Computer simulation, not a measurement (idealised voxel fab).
Process module heading - voxel fin reveal
Cross-section cut spans 275 nm and uses square cells 5 nm in size.
In what follows, cross-sections appear as grids of square cells, described through bands that run from the top down, where every band is one or more rows of cells. Band entry format. Leading values: height of top, height of bottom, nm. Remainder: materials in left-to-right order, each with its width in nm. Special words: "everywhere" on a single material, which then fills the band edge to edge; "blank", empty space. The level at which height equals 0 is the one under which the wafer, as it arrives, is entirely one material. No lower edge exists for the bottom band, which continues downward and is notated as in "top 0, no bottom". Per-row width for "30 to 40": begins at first number (top row of band), ends at second number (bottom row), increment between rows held constant. "same as before" means the step left every cell of the cross-section as it was. Listed in "Unvented voids": every empty space of 8 or more cells without an open way to the top. Form: width x height at distance, the distance being from the left edge, all in nm. That trailing text on a step's line, after the settings, is the simulator's own remark on the step. For masked steps, "overlay nm" on the step line gives how far right of plan the mask actually lay; a minus sign means it lay to the left.

[The planned process steps are enumerated hereunder]
1. RECEIVE,material Si
2. CONFORMAL_DEP,material SiN,thk nm 10
3. MASKED_ETCH,tone cover,mask id FINS,width nm 15,pitch nm 45,etch materials SiN,depth nm 10,overlay nm 0
4. MASKED_ETCH,tone cover,mask id FINS,width nm 15,pitch nm 45,etch materials Si,depth nm 25,overlay nm 0
5. OXIDIZE,depth nm 5
6. FILL_DEP,material SiO2,thk nm 15
7. CMP,height nm 10
8. SELECTIVE_ETCH,etch materials SiO2,depth nm 20
9. STRIP,etch materials SiN
The wafers in this document start out alike and differ in the depth nm applied at step 4; the plan shows the value used for the first wafer.

[First wafer of several, as received: cross-section after step 1]
    top 0, no bottom = Si everywhere
    Unvented voids: none

[End-of-module cross-section, first of several wafers, after last step 9]
    top 0, bottom -10 = 65 of blank | 5 of Si | 40 of blank | 5 of Si | 40 of blank | 5 of Si | 40 of blank | 5 of Si | 70 of blank
    top -10, bottom -30 = 65 of SiO2 | 5 of Si | 40 of SiO2 | 5 of Si | 40 of SiO2 | 5 of Si | 40 of SiO2 | 5 of Si | 70 of SiO2
    top -30, no bottom = Si everywhere
    Unvented voids: none

[The module's end: a cross-section of the last wafer]
    top 0, bottom -10 = 65 of blank | 5 of Si | 40 of blank | 5 of Si | 40 of blank | 5 of Si | 40 of blank | 5 of Si | 70 of blank
    top -10, bottom -55 = 65 of SiO2 | 5 of Si | 40 of SiO2 | 5 of Si | 40 of SiO2 | 5 of Si | 40 of SiO2 | 5 of Si | 70 of SiO2
    top -55, no bottom = Si everywhere
    Unvented voids: none

[Take any row and you have a wafer at the end of the module: how many cells of each material it has gained (+) or lost (-) since it was received, and then its closed voids]
depth nm 25; -306 Si; +204 SiO2; Unvented voids: none
depth nm 30; -357 Si; +255 SiO2; Unvented voids: none
depth nm 35; -408 Si; +306 SiO2; Unvented voids: none
depth nm 40; -459 Si; +357 SiO2; Unvented voids: none
depth nm 45; -510 Si; +408 SiO2; Unvented voids: none
depth nm 50; -561 Si; +459 SiO2; Unvented voids: none
